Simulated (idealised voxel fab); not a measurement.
The following process module bears the name voxel wiring stack.
The cross-section on display is named cut; it measures 255 nm wide, and its cells are 5 nm squares.
We lay out every cross-section as a grid of square cells and spell it out in bands from the top down, where one band means one or more rows of cells.
Quick guide to a band line: top height, bottom height (nm) up front; then every material left to right with its width in nm. Only one material and it's marked "edge to edge"? Then it fills the band edge to edge. And "blank" just means empty space.
Basically, 0 is our baseline, since under it the wafer straight out of the box is all one material. The bottom band has no lower end and keeps on going down, so it looks like "top 0, no bottom".
The two numbers in a width such as "30 to 40" mark its ends across the band: the first belongs to the top row of cells, the second to the bottom row, and from each row to the next the width moves by the same amount.
Key: "everything unchanged" - step with no changed cell in the cross-section.
The label "Enclosed internal voids" introduces a list of the empty spaces, 8 cells or larger, that have no open way up to the top; each entry in it reads width x height at distance, where the distance is taken from the left edge and all three are stated in nm.
Step line, after settings: the simulator's comment on this step.
"overlay nm" on a masked step: distance the mask lay right of its planned place, negative for left.
The process steps that were planned are listed below
1) RECEIVE: material Si
2) CONFORMAL_DEP: material SiO2, thk nm 15
3) CONFORMAL_DEP: material SiCN, thk nm 5
4) DIRECTIONAL_DEP: material lowk, thk nm 15
5) DIRECTIONAL_DEP: material aC, thk nm 15
6) PATTERN: tone open, mask id METAL_1, material resist, width nm 25, pitch nm 50, thk nm 30, overlay nm 0
7) DIRECTIONAL_ETCH: etch materials aC, depth nm 15
8) STRIP: etch materials resist
9) DIRECTIONAL_ETCH: etch materials lowk, depth nm 15
10) DIRECTIONAL_ETCH: etch materials SiCN, depth nm 5
11) STRIP: etch materials aC
12) CONFORMAL_DEP: material TiN, thk nm 5
13) FILL_DEP: material Cu, thk nm 5
14) CMP: height nm 35
15) CONFORMAL_DEP: material SiCN, thk nm 5
16) DIRECTIONAL_DEP: material lowk, thk nm 15
17) DIRECTIONAL_DEP: material aC, thk nm 15
18) PATTERN: tone open, mask id PLUG_1, material resist, width nm 15, pitch nm 50, thk nm 35, overlay nm 0
19) DIRECTIONAL_ETCH: etch materials aC, depth nm 15
20) STRIP: etch materials resist
21) DIRECTIONAL_ETCH: etch materials lowk, depth nm 15
22) DIRECTIONAL_ETCH: etch materials SiCN, depth nm 5
23) STRIP: etch materials aC
24) EPI: material Ru, thk nm 10
25) EPI: material Ru, thk nm 10
26) CONFORMAL_DEP: material SiN, thk nm 5
27) DIRECTIONAL_DEP: material lowk, thk nm 15
28) MASKED_ETCH: tone open, mask id METAL_2, width nm 25, pitch nm 50, etch materials lowk, depth nm 15, overlay nm 0
29) MASKED_ETCH: tone open, mask id METAL_2, width nm 25, pitch nm 50, etch materials SiN, depth nm 5, overlay nm 0
30) CONFORMAL_DEP: material TiN, thk nm 5
31) FILL_DEP: material W, thk nm 5
32) CMP: height nm 75
33) CONFORMAL_DEP: material SiCN, thk nm 5
34) DIRECTIONAL_DEP: material SiO2, thk nm 15
35) PATTERN: tone open, mask id PLUG_2, material resist, width nm 15, pitch nm 50, thk nm 15, overlay nm 0
36) DIRECTIONAL_ETCH: etch materials SiO2, depth nm 15
37) DIRECTIONAL_ETCH: etch materials SiCN, depth nm 5
38) STRIP: etch materials resist
39) EPI: material Ru, thk nm 10
40) EPI: material Ru, thk nm 10
41) DIRECTIONAL_DEP: material TiN, thk nm 5
42) DIRECTIONAL_DEP: material W, thk nm 15
43) DIRECTIONAL_DEP: material aC, thk nm 10
44) PATTERN: tone cover, mask id METAL_3, material resist, width nm 25, pitch nm 50, thk nm 25, overlay nm 0
45) DIRECTIONAL_ETCH: etch materials aC, depth nm 10
46) STRIP: etch materials resist
47) DIRECTIONAL_ETCH: etch materials W, depth nm 15
48) DIRECTIONAL_ETCH: etch materials TiN, depth nm 5
49) STRIP: etch materials aC
50) CONFORMAL_DEP: material SiCN, thk nm 5
51) FILL_DEP: material SiO2, thk nm 10
52) CMP: height nm 115
53) CONFORMAL_DEP: material SiCN, thk nm 5
Cross-section of the wafer at receipt, which is the condition after step 1
    top 0, no bottom  Si edge to edge
    Enclosed internal voids: none
Looking at the first of two wafers in cross-section at end of module - ran to plan
    top 120, bottom 115  SiCN edge to edge
    top 115, bottom 100  SiO2: 85; SiCN: 5; W: 25; SiCN: 5; SiO2: 15; SiCN: 5; W: 25; SiCN: 5; SiO2: 85
    top 100, bottom 95  SiCN: 90; TiN: 25; SiCN: 25; TiN: 25; SiCN: 90
    top 95, bottom 80  SiO2: 90; Ru: 15; SiO2: 35; Ru: 15; SiO2: 100
    top 80, bottom 75  SiCN: 90; Ru: 15; SiCN: 35; Ru: 15; SiCN: 100
    top 75, bottom 60  lowk: 90; TiN: 5; W: 15; TiN: 5; lowk: 25; TiN: 5; W: 15; TiN: 5; lowk: 90
    top 60, bottom 55  SiN: 90; TiN: 25; SiN: 25; TiN: 25; SiN: 90
    top 55, bottom 40  lowk: 90; Ru: 15; lowk: 35; Ru: 15; lowk: 100
    top 40, bottom 35  SiCN: 90; Ru: 15; SiCN: 35; Ru: 15; SiCN: 100
    top 35, bottom 20  lowk: 90; TiN: 5; Cu: 15; TiN: 5; lowk: 25; TiN: 5; Cu: 15; TiN: 5; lowk: 90
    top 20, bottom 15  SiCN: 90; TiN: 25; SiCN: 25; TiN: 25; SiCN: 90
    top 15, bottom 0  SiO2 edge to edge
    top 0, no bottom  Si edge to edge
    Enclosed internal voids: none
Second wafer of the two, sectioned at the end of the module. It began like the first and followed the same plan, but one mistake was made while running it
    top 120, bottom 115  SiCN edge to edge
    top 115, bottom 100  SiO2: 85; SiCN: 5; W: 25; SiCN: 5; SiO2: 15; SiCN: 5; W: 25; SiCN: 5; SiO2: 85
    top 100, bottom 95  SiCN: 90; TiN: 25; SiCN: 25; TiN: 25; SiCN: 90
    top 95, bottom 80  SiO2: 90; Ru: 15; SiO2: 35; Ru: 15; SiO2: 100
    top 80, bottom 75  SiCN: 90; Ru: 15; SiCN: 35; Ru: 15; SiCN: 100
    top 75, bottom 65  lowk: 85; TiN: 5; W: 25; TiN: 5; lowk: 15; TiN: 5; W: 25; TiN: 5; lowk: 85
    top 65, bottom 60  lowk: 85; TiN: 10; W: 15; TiN: 10; lowk: 15; TiN: 10; W: 15; TiN: 10; lowk: 85
    top 60, bottom 55  SiN: 90; TiN: 25; SiN: 25; TiN: 25; SiN: 90
    top 55, bottom 40  lowk: 90; Ru: 15; lowk: 35; Ru: 15; lowk: 100
    top 40, bottom 35  SiCN: 90; Ru: 15; SiCN: 35; Ru: 15; SiCN: 100
    top 35, bottom 20  lowk: 90; TiN: 5; Cu: 15; TiN: 5; lowk: 25; TiN: 5; Cu: 15; TiN: 5; lowk: 90
    top 20, bottom 15  SiCN: 90; TiN: 25; SiCN: 25; TiN: 25; SiCN: 90
    top 15, bottom 0  SiO2 edge to edge
    top 0, no bottom  Si edge to edge
    Enclosed internal voids: none
Finding, execution versus plan: for step 28, the planned setting was not used; the step was instead run as MASKED_ETCH: tone open, mask id METAL_2, width nm 35, pitch nm 50, etch materials lowk, depth nm 15, overlay nm 0
at the end the second wafer has, in cells: TiN: 4 more | W: 8 more | lowk: 12 fewer
